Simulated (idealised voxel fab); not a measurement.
process module | voxel self aligned vias
cross-section cut | 225 nm wide | cells 5 nm
A cross-section is a grid of square cells, given in bands from the top down. A band is one or more rows of cells.
Each band's line starts with the height of the band's top and of its bottom, in nm. Then come its materials from left to right, each with its width in nm. One material with "throughout" fills the band from edge to edge. "air" is empty space.
Height 0 is the level under which the wafer as received is all one material. The lowest band goes on downwards, as in "0 down".
A width such as "30 to 40" changes by the same amount from each row of cells to the next, from the band's top row to its bottom row.
"no change" after a step means that no cell of the cross-section changed.
closed voids: empty space of 8 cells or more with no open way to the top, each as width x height at its distance from the left edge, in nm
after a step's settings: what the simulator itself notes on the step
overlay nm, on a step with a mask: how far to the right of its planned place the mask lay; to the left if negative
plan
1 op RECEIVE | material Si
2 op CONFORMAL_DEP | material SiO2 | thk nm 15
3 op CONFORMAL_DEP | material SiCN | thk nm 5
4 op DIRECTIONAL_DEP | material SiO2 | thk nm 25
5 op MASKED_ETCH | tone open | mask id LINES | width nm 25 | pitch nm 55 | etch materials SiO2 | depth nm 25 | overlay nm 0
6 op CONFORMAL_DEP | material TiN | thk nm 5
7 op FILL_DEP | material W | thk nm 10
8 op CMP | height nm 45
9 op SELECTIVE_ETCH | etch materials W Ru TiN | depth nm 5
10 op FILL_DEP | material SiN | thk nm 5
11 op CMP | height nm 45
12 op DIRECTIONAL_DEP | material SiO2 | thk nm 15
13 op MASKED_ETCH | tone open | mask id VIAS | width nm 35 | pitch nm 55 | etch materials SiO2 | depth nm 15 | overlay nm 0
14 op MASKED_ETCH | tone open | mask id VIAS | width nm 35 | pitch nm 55 | etch materials SiN | depth nm 5 | overlay nm 0
15 op CONFORMAL_DEP | material TiN | thk nm 5
16 op FILL_DEP | material W | thk nm 10
17 op CMP | height nm 60
18 op CONFORMAL_DEP | material SiN | thk nm 5
as received, after step 1
  0 down: Si throughout
  closed voids: none
first wafer at the end, as planned
  65 to 60: SiN throughout
  60 to 50: SiO2 65 | TiN 5 | W 25 | TiN 5 | SiO2 20 | TiN 5 | W 25 | TiN 5 | SiO2 70
  50 to 45: SiO2 65 | TiN 10 | W 15 | TiN 10 | SiO2 20 | TiN 10 | W 15 | TiN 10 | SiO2 70
  45 to 40: SiO2 70 | TiN 25 | SiO2 30 | TiN 25 | SiO2 75
  40 to 25: SiO2 70 | TiN 5 | W 15 | TiN 5 | SiO2 30 | TiN 5 | W 15 | TiN 5 | SiO2 75
  25 to 20: SiO2 70 | TiN 25 | SiO2 30 | TiN 25 | SiO2 75
  20 to 15: SiCN throughout
  15 to 0: SiO2 throughout
  0 down: Si throughout
  closed voids: none
second wafer at the end: like start, like plan, one mistake
  65 to 60: SiN throughout
  60 to 45: SiO2 65 | TiN 5 | W 25 | TiN 5 | SiO2 20 | TiN 5 | W 25 | TiN 5 | SiO2 70
  45 to 40: SiN 65 | TiN 35 | SiN 20 | TiN 35 | SiN 70
  40 to 35: TiN 75 | W 15 | TiN 40 | W 15 | TiN 80
  35 to 25: SiO2 70 | TiN 5 | W 15 | TiN 5 | SiO2 30 | TiN 5 | W 15 | TiN 5 | SiO2 75
  25 to 20: SiO2 70 | TiN 25 | SiO2 30 | TiN 25 | SiO2 75
  20 to 15: SiCN throughout
  15 to 0: SiO2 throughout
  0 down: Si throughout
  closed voids: none
what went wrong: step 4 ran as: op DIRECTIONAL_DEP | material SiO2 | thk nm 15
at the end the second wafer has, in cells: 31 more of SiN | 70 fewer of SiO2 | 35 more of TiN | 4 more of W
